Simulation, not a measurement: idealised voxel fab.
process module | voxel gate over fins
cross-section cut | 170 nm wide | cells 5 nm
A cross-section is a grid of square cells, given in bands from the top down. A band is one or more rows of cells.
Each band's line starts with the height of the band's top and of its bottom, in nm. Then come its materials from left to right, each with its width in nm. One material with "throughout" fills the band from edge to edge. "air" is empty space.
Height 0 is the level under which the wafer as received is all one material. The lowest band goes on downwards, as in "0 down".
A width such as "30 to 40" changes by the same amount from each row of cells to the next, from the band's top row to its bottom row.
"no change" after a step means that no cell of the cross-section changed.
closed voids: empty space of 8 cells or more with no open way to the top, each as width x height at its distance from the left edge, in nm
after a step's settings: what the simulator itself notes on the step
overlay nm, on a step with a mask: how far to the right of its planned place the mask lay; to the left if negative
plan
1 op RECEIVE | material Si
2 op CONFORMAL_DEP | material SiN | thk nm 5
3 op DIRECTIONAL_DEP | material aC | thk nm 10
4 op PATTERN | tone cover | mask id FINS | material resist | width nm 15 | pitch nm 60 | thk nm 25 | overlay nm 0
5 op DIRECTIONAL_ETCH | etch materials aC | depth nm 10
6 op STRIP | etch materials resist
7 op DIRECTIONAL_ETCH | etch materials SiN | depth nm 5
8 op DIRECTIONAL_ETCH | etch materials Si | depth nm 30
9 op STRIP | etch materials aC
10 op OXIDIZE | depth nm 5
11 op FILL_DEP | material SiO2 | thk nm 5
12 op CMP | height nm 5
13 op DIRECTIONAL_DEP | material aC | thk nm 15
14 op PATTERN | tone open | mask id RAIL | material resist | width nm 15 | thk nm 30 | overlay nm 0
15 op DIRECTIONAL_ETCH | etch materials aC | depth nm 15
16 op STRIP | etch materials resist
17 op DIRECTIONAL_ETCH | etch materials SiO2 | depth nm 30
18 op STRIP | etch materials aC
19 op CONFORMAL_DEP | material TiN | thk nm 5
20 op FILL_DEP | material W | thk nm 10
21 op CMP | height nm 5
22 op SELECTIVE_ETCH | etch materials W Ru TiN | depth nm 25
23 op FILL_DEP | material SiO2 | thk nm 5
24 op CMP | height nm 5
25 op SELECTIVE_ETCH | etch materials SiO2 | depth nm 20
26 op STRIP | etch materials SiN
27 op CONFORMAL_DEP | material HfO2 | thk nm 5
28 op CONFORMAL_DEP | material TiN | thk nm 5
29 op FILL_DEP | material W | thk nm 10
30 op CMP | height nm 15
31 op CONFORMAL_DEP | material SiCN | thk nm 10
first wafer, as planned
as received, after step 1
  0 down: Si throughout
  closed voids: none
after step 2
  5 to 0: SiN throughout
  below 0: unchanged
after step 3
  15 to 5: aC throughout
  below 5: unchanged
after step 4
  40 to 15: air 15 | resist 15 | air 45 | resist 15 | air 45 | resist 15 | air 20
  below 15: unchanged
after step 5
  30 to 15: air 15 | resist 15 | air 45 | resist 15 | air 45 | resist 15 | air 20
  15 to 5: air 15 | aC 15 | air 45 | aC 15 | air 45 | aC 15 | air 20
  below 5: unchanged
after step 6
  15 to 5: air 15 | aC 15 | air 45 | aC 15 | air 45 | aC 15 | air 20
  below 5: unchanged
after step 7
  15 to 5: air 15 | aC 15 | air 45 | aC 15 | air 45 | aC 15 | air 20
  5 to 0: air 15 | SiN 15 | air 45 | SiN 15 | air 45 | SiN 15 | air 20
  below 0: unchanged
after step 8
  15 to 5: air 15 | aC 15 | air 45 | aC 15 | air 45 | aC 15 | air 20
  5 to 0: air 15 | SiN 15 | air 45 | SiN 15 | air 45 | SiN 15 | air 20
  0 to -30: air 15 | Si 15 | air 45 | Si 15 | air 45 | Si 15 | air 20
  below -30: unchanged
after step 9
  5 to 0: air 15 | SiN 15 | air 45 | SiN 15 | air 45 | SiN 15 | air 20
  below 0: unchanged
after step 10
  5 to 0: air 15 | SiN 15 | air 45 | SiN 15 | air 45 | SiN 15 | air 20
  0 to -30: air 15 | SiO2 5 | Si 5 | SiO2 5 | air 45 | SiO2 5 | Si 5 | SiO2 5 | air 45 | SiO2 5 | Si 5 | SiO2 5 | air 20
  -30 to -35: SiO2 20 | Si 5 | SiO2 55 | Si 5 | SiO2 55 | Si 5 | SiO2 25
  below -35: unchanged
after step 11
  10 to 5: SiO2 throughout
  5 to 0: SiO2 15 | SiN 15 | SiO2 45 | SiN 15 | SiO2 45 | SiN 15 | SiO2 20
  0 to -35: SiO2 20 | Si 5 | SiO2 55 | Si 5 | SiO2 55 | Si 5 | SiO2 25
  below -35: unchanged
after step 12
  5 to 0: SiO2 15 | SiN 15 | SiO2 45 | SiN 15 | SiO2 45 | SiN 15 | SiO2 20
  below 0: unchanged
after step 13
  20 to 5: aC throughout
  below 5: unchanged
after step 14
  50 to 20: resist 45 | air 15 | resist 110
  below 20: unchanged
after step 15
  35 to 20: resist 45 | air 15 | resist 110
  20 to 5: aC 45 | air 15 | aC 110
  below 5: unchanged
after step 16
  20 to 5: aC 45 | air 15 | aC 110
  below 5: unchanged
after step 17
  20 to 5: aC 45 | air 15 | aC 110
  5 to 0: SiO2 15 | SiN 15 | SiO2 15 | air 15 | SiO2 15 | SiN 15 | SiO2 45 | SiN 15 | SiO2 20
  0 to -25: SiO2 20 | Si 5 | SiO2 20 | air 15 | SiO2 20 | Si 5 | SiO2 55 | Si 5 | SiO2 25
  below -25: unchanged
after step 18
  5 to 0: SiO2 15 | SiN 15 | SiO2 15 | air 15 | SiO2 15 | SiN 15 | SiO2 45 | SiN 15 | SiO2 20
  below 0: unchanged
after step 19
  10 to 5: TiN 50 | air 5 | TiN 115
  5 to 0: SiO2 15 | SiN 15 | SiO2 15 | TiN 5 | air 5 | TiN 5 | SiO2 15 | SiN 15 | SiO2 45 | SiN 15 | SiO2 20
  0 to -20: SiO2 20 | Si 5 | SiO2 20 | TiN 5 | air 5 | TiN 5 | SiO2 20 | Si 5 | SiO2 55 | Si 5 | SiO2 25
  -20 to -25: SiO2 20 | Si 5 | SiO2 20 | TiN 15 | SiO2 20 | Si 5 | SiO2 55 | Si 5 | SiO2 25
  below -25: unchanged
after step 20
  20 to 10: W throughout
  10 to 5: TiN 50 | W 5 | TiN 115
  5 to 0: SiO2 15 | SiN 15 | SiO2 15 | TiN 5 | W 5 | TiN 5 | SiO2 15 | SiN 15 | SiO2 45 | SiN 15 | SiO2 20
  0 to -20: SiO2 20 | Si 5 | SiO2 20 | TiN 5 | W 5 | TiN 5 | SiO2 20 | Si 5 | SiO2 55 | Si 5 | SiO2 25
  below -20: unchanged
after step 21
  5 to 0: SiO2 15 | SiN 15 | SiO2 15 | TiN 5 | W 5 | TiN 5 | SiO2 15 | SiN 15 | SiO2 45 | SiN 15 | SiO2 20
  below 0: unchanged
after step 22
  5 to 0: SiO2 15 | SiN 15 | SiO2 15 | air 15 | SiO2 15 | SiN 15 | SiO2 45 | SiN 15 | SiO2 20
  0 to -20: SiO2 20 | Si 5 | SiO2 20 | air 15 | SiO2 20 | Si 5 | SiO2 55 | Si 5 | SiO2 25
  below -20: unchanged
after step 23
  10 to 5: SiO2 throughout
  5 to 0: SiO2 15 | SiN 15 | SiO2 45 | SiN 15 | SiO2 45 | SiN 15 | SiO2 20
  0 to -20: SiO2 20 | Si 5 | SiO2 55 | Si 5 | SiO2 55 | Si 5 | SiO2 25
  below -20: unchanged
after step 24
  5 to 0: SiO2 15 | SiN 15 | SiO2 45 | SiN 15 | SiO2 45 | SiN 15 | SiO2 20
  below 0: unchanged
after step 25
  5 to 0: air 15 | SiN 15 | air 45 | SiN 15 | air 45 | SiN 15 | air 20
  0 to -15: air 20 | Si 5 | air 55 | Si 5 | air 55 | Si 5 | air 25
  below -15: unchanged
after step 26
  0 to -15: air 20 | Si 5 | air 55 | Si 5 | air 55 | Si 5 | air 25
  below -15: unchanged
after step 27
  5 to 0: air 15 | HfO2 15 | air 45 | HfO2 15 | air 45 | HfO2 15 | air 20
  0 to -10: air 15 | HfO2 5 | Si 5 | HfO2 5 | air 45 | HfO2 5 | Si 5 | HfO2 5 | air 45 | HfO2 5 | Si 5 | HfO2 5 | air 20
  -10 to -15: HfO2 20 | Si 5 | HfO2 55 | Si 5 | HfO2 55 | Si 5 | HfO2 25
  below -15: unchanged
after step 28
  10 to 5: air 10 | TiN 25 | air 35 | TiN 25 | air 35 | TiN 25 | air 15
  5 to 0: air 10 | TiN 5 | HfO2 15 | TiN 5 | air 35 | TiN 5 | HfO2 15 | TiN 5 | air 35 | TiN 5 | HfO2 15 | TiN 5 | air 15
  0 to -5: air 10 | TiN 5 | HfO2 5 | Si 5 | HfO2 5 | TiN 5 | air 35 | TiN 5 | HfO2 5 | Si 5 | HfO2 5 | TiN 5 | air 35 | TiN 5 | HfO2 5 | Si 5 | HfO2 5 | TiN 5 | air 15
  -5 to -10: TiN 15 | HfO2 5 | Si 5 | HfO2 5 | TiN 45 | HfO2 5 | Si 5 | HfO2 5 | TiN 45 | HfO2 5 | Si 5 | HfO2 5 | TiN 20
  below -10: unchanged
after step 29
  20 to 10: W throughout
  10 to 5: W 10 | TiN 25 | W 35 | TiN 25 | W 35 | TiN 25 | W 15
  5 to 0: W 10 | TiN 5 | HfO2 15 | TiN 5 | W 35 | TiN 5 | HfO2 15 | TiN 5 | W 35 | TiN 5 | HfO2 15 | TiN 5 | W 15
  0 to -5: W 10 | TiN 5 | HfO2 5 | Si 5 | HfO2 5 | TiN 5 | W 35 | TiN 5 | HfO2 5 | Si 5 | HfO2 5 | TiN 5 | W 35 | TiN 5 | HfO2 5 | Si 5 | HfO2 5 | TiN 5 | W 15
  below -5: unchanged
after step 30
  15 to 10: W throughout
  below 10: unchanged
after step 31
  25 to 15: SiCN throughout
  below 15: unchanged
second wafer: like start, like plan, one mistake. Through step 26 it matches the first wafer
when step 27 should have ended: no change
when step 28 should have ended
  5 to 0: air 15 | TiN 15 | air 45 | TiN 15 | air 45 | TiN 15 | air 20
  0 to -10: air 15 | TiN 5 | Si 5 | TiN 5 | air 45 | TiN 5 | Si 5 | TiN 5 | air 45 | TiN 5 | Si 5 | TiN 5 | air 20
  -10 to -15: TiN 20 | Si 5 | TiN 55 | Si 5 | TiN 55 | Si 5 | TiN 25
  below -15: unchanged
when step 29 should have ended
  15 to 5: W throughout
  5 to 0: W 15 | TiN 15 | W 45 | TiN 15 | W 45 | TiN 15 | W 20
  0 to -10: W 15 | TiN 5 | Si 5 | TiN 5 | W 45 | TiN 5 | Si 5 | TiN 5 | W 45 | TiN 5 | Si 5 | TiN 5 | W 20
  below -10: unchanged
when step 30 should have ended: no change
when step 31 should have ended
  25 to 15: SiCN throughout
  below 15: unchanged
what went wrong: step 27 was left out
at the end the second wafer has, in cells: 52 fewer of HfO2 | 52 more of W
